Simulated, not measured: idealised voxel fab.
This is a process module. Its name is voxel air gaps.
Section cut is 235 nm wide and gridded with 5 nm square cells.
When this document writes out a cross-section, it uses a grid of square cells and lists it as bands, beginning at the top and moving down, with a band standing for one or more rows of cells.
Per band: top height and bottom height in nm, followed by the left-to-right materials and their widths in nm; "edge to edge" marks a single material spanning edge to edge, "empty" marks empty space.
Basically, 0 is our baseline, since under it the wafer straight out of the box is all one material. The bottom band has no lower end and keeps on going down, so it looks like "0..down".
A width such as "30 to 40" changes by the same amount from each row of cells to the next, from the band's top row to its bottom row.
Step note "no change" = no cross-section cell changed.
"Unvented voids" specifies each empty space that is not open to the top and that occupies no fewer than 8 cells, using the form width x height at distance, the distance measured from the left edge and all three quantities in nm.
That trailing text on a step's line, after the settings, is the simulator's own remark on the step.
When a step includes a mask, the "overlay nm" setting on its line states how far to the right of its planned place that mask lay, and negative values state how far to the left.
LISTED BELOW ARE THE PROCESS STEPS AS PLANNED
1,RECEIVE with material Si
2,CONFORMAL_DEP with material SiO2, thk nm 15
3,CONFORMAL_DEP with material SiCN, thk nm 5
4,DIRECTIONAL_DEP with material SiO2, thk nm 35
5,MASKED_ETCH with tone open, mask id LINES, width nm 25, pitch nm 50, etch materials SiO2, depth nm 35, overlay nm 0
6,CONFORMAL_DEP with material TiN, thk nm 5
7,FILL_DEP with material W, thk nm 10
8,CMP with height nm 55
9,EPI with material Ru, thk nm 10
10,SELECTIVE_ETCH with etch materials SiO2, depth nm 45
11,CONFORMAL_DEP with material SiCN, thk nm 5
RECEIVED-STATE CROSS-SECTION, REFLECTING COMPLETION OF STEP 1
    0..down = Si edge to edge
    Unvented voids: none
WHAT THE WAFER LOOKS LIKE IN CROSS-SECTION AFTER THIS MODULE, WHEN IT STARTS AS SHOWN ABOVE AND FOLLOWS THE PLAN ABOVE BUT ONE MISTAKE IS MADE IN RUNNING IT
    80..75 = SiCN edge to edge
    75..65 = Ru edge to edge
    65..60 = W edge to edge
    60..55 = TiN: 60 | W: 15 | TiN: 35 | W: 15 | TiN: 35 | W: 15 | TiN: 60
    55..25 = SiO2: 55 | TiN: 5 | W: 15 | TiN: 5 | SiO2: 25 | TiN: 5 | W: 15 | TiN: 5 | SiO2: 25 | TiN: 5 | W: 15 | TiN: 5 | SiO2: 55
    25..20 = SiO2: 55 | TiN: 25 | SiO2: 25 | TiN: 25 | SiO2: 25 | TiN: 25 | SiO2: 55
    20..15 = SiCN edge to edge
    15..0 = SiO2 edge to edge
    0..down = Si edge to edge
    Unvented voids: none
Deviation noted in wafer processing: step 8 ran differently from the plan; actual operation with settings: CMP with height nm 65
